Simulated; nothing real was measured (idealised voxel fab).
process module | voxel wiring stack
cross-section cut | 165 nm wide | cells 5 nm
A cross-section is a grid of square cells, given in bands from the top down. A band is one or more rows of cells.
Each band's line starts with the height of the band's top and of its bottom, in nm. Then come its materials from left to right, each with its width in nm. One material with "throughout" fills the band from edge to edge. "air" is empty space.
Height 0 is the level under which the wafer as received is all one material. The lowest band goes on downwards, as in "0 down".
A width such as "30 to 40" changes by the same amount from each row of cells to the next, from the band's top row to its bottom row.
"no change" after a step means that no cell of the cross-section changed.
closed voids: empty space of 8 cells or more with no open way to the top, each as width x height at its distance from the left edge, in nm
after a step's settings: what the simulator itself notes on the step
overlay nm, on a step with a mask: how far to the right of its planned place the mask lay; to the left if negative
plan
1 op RECEIVE | material Si
2 op CONFORMAL_DEP | material SiO2 | thk nm 10
3 op DIRECTIONAL_DEP | material TiN | thk nm 5
4 op DIRECTIONAL_DEP | material W | thk nm 25
5 op PATTERN | tone cover | mask id METAL_1 | material resist | width nm 20 | pitch nm 40 | thk nm 15 | overlay nm 0
6 op DIRECTIONAL_ETCH | etch materials W | depth nm 25
7 op DIRECTIONAL_ETCH | etch materials TiN | depth nm 5
8 op STRIP | etch materials resist
9 op CONFORMAL_DEP | material SiCN | thk nm 5
10 op FILL_DEP | material lowk | thk nm 10
11 op CMP | height nm 40
12 op CONFORMAL_DEP | material SiCN | thk nm 5
13 op DIRECTIONAL_DEP | material SiO2 | thk nm 20
14 op DIRECTIONAL_DEP | material aC | thk nm 10
15 op PATTERN | tone open | mask id PLUG_1 | material resist | width nm 15 | pitch nm 40 | thk nm 25 | overlay nm 0
16 op DIRECTIONAL_ETCH | etch materials aC | depth nm 10
17 op STRIP | etch materials resist
18 op DIRECTIONAL_ETCH | etch materials SiO2 | depth nm 20
19 op DIRECTIONAL_ETCH | etch materials SiCN | depth nm 5
20 op STRIP | etch materials aC
21 op CONFORMAL_DEP | material TiN | thk nm 5
22 op FILL_DEP | material Cu | thk nm 10
23 op CMP | height nm 65
24 op DIRECTIONAL_DEP | material TiN | thk nm 5
25 op DIRECTIONAL_DEP | material Ru | thk nm 15
26 op PATTERN | tone cover | mask id METAL_2 | material resist | width nm 20 | pitch nm 40 | thk nm 20 | overlay nm 0
27 op DIRECTIONAL_ETCH | etch materials Ru | depth nm 15
28 op DIRECTIONAL_ETCH | etch materials TiN | depth nm 5
29 op STRIP | etch materials resist
30 op FILL_DEP | material lowk | thk nm 10
31 op CMP | height nm 85
32 op CONFORMAL_DEP | material SiCN | thk nm 5
33 op DIRECTIONAL_DEP | material lowk | thk nm 20
34 op PATTERN | tone open | mask id PLUG_2 | material resist | width nm 15 | pitch nm 40 | thk nm 15 | overlay nm 0
35 op DIRECTIONAL_ETCH | etch materials lowk | depth nm 20
36 op DIRECTIONAL_ETCH | etch materials SiCN | depth nm 5
37 op STRIP | etch materials resist
38 op EPI | material Ru | thk nm 10
39 op EPI | material Ru | thk nm 10
40 op EPI | material Ru | thk nm 5
41 op DIRECTIONAL_DEP | material TiN | thk nm 5
42 op DIRECTIONAL_DEP | material Ru | thk nm 15
43 op DIRECTIONAL_DEP | material aC | thk nm 10
44 op PATTERN | tone cover | mask id METAL_3 | material resist | width nm 20 | pitch nm 40 | thk nm 25 | overlay nm 0
45 op DIRECTIONAL_ETCH | etch materials aC | depth nm 10
46 op STRIP | etch materials resist
47 op DIRECTIONAL_ETCH | etch materials Ru | depth nm 15
48 op DIRECTIONAL_ETCH | etch materials TiN | depth nm 5
49 op STRIP | etch materials aC
50 op CONFORMAL_DEP | material SiN | thk nm 5
51 op FILL_DEP | material SiO2 | thk nm 10
52 op CMP | height nm 130
53 op CONFORMAL_DEP | material SiCN | thk nm 5
54 op DIRECTIONAL_DEP | material lowk | thk nm 20
55 op MASKED_ETCH | tone open | mask id PLUG_3 | width nm 15 | pitch nm 40 | etch materials lowk | depth nm 20 | overlay nm 0
56 op MASKED_ETCH | tone open | mask id PLUG_3 | width nm 15 | pitch nm 40 | etch materials SiCN | depth nm 5 | overlay nm 0
57 op EPI | material Ru | thk nm 10
58 op EPI | material Ru | thk nm 10
59 op EPI | material Ru | thk nm 5
60 op DIRECTIONAL_DEP | material TiN | thk nm 5
61 op DIRECTIONAL_DEP | material W | thk nm 15
62 op MASKED_ETCH | tone cover | mask id METAL_4 | width nm 20 | pitch nm 40 | etch materials W | depth nm 15 | overlay nm 0
63 op MASKED_ETCH | tone cover | mask id METAL_4 | width nm 20 | pitch nm 40 | etch materials TiN | depth nm 5 | overlay nm 0
64 op FILL_DEP | material SiO2 | thk nm 10
65 op CMP | height nm 175
66 op CONFORMAL_DEP | material SiCN | thk nm 5
varied across the wafers: thk nm of step 12. The plan shows the first wafer's value. All wafers start alike
first wafer as received, after step 1
  0 down: Si throughout
  closed voids: none
each wafer at the end: cells of each material gained (+) or lost (-) since it was received, then its closed voids
thk nm 5 | +12 Cu | +162 Ru | +156 SiCN | +39 SiN | +291 SiO2 | +81 TiN | +96 W | +351 lowk | closed voids: none
thk nm 10 | +9 Cu | +162 Ru | +189 SiCN | +39 SiN | +267 SiO2 | +75 TiN | +96 W | +351 lowk | closed voids: none
thk nm 15 | +6 Cu | +162 Ru | +222 SiCN | +39 SiN | +243 SiO2 | +69 TiN | +96 W | +351 lowk | closed voids: none
thk nm 20 | +3 Cu | +162 Ru | +255 SiCN | +39 SiN | +219 SiO2 | +63 TiN | +96 W | +351 lowk | closed voids: none
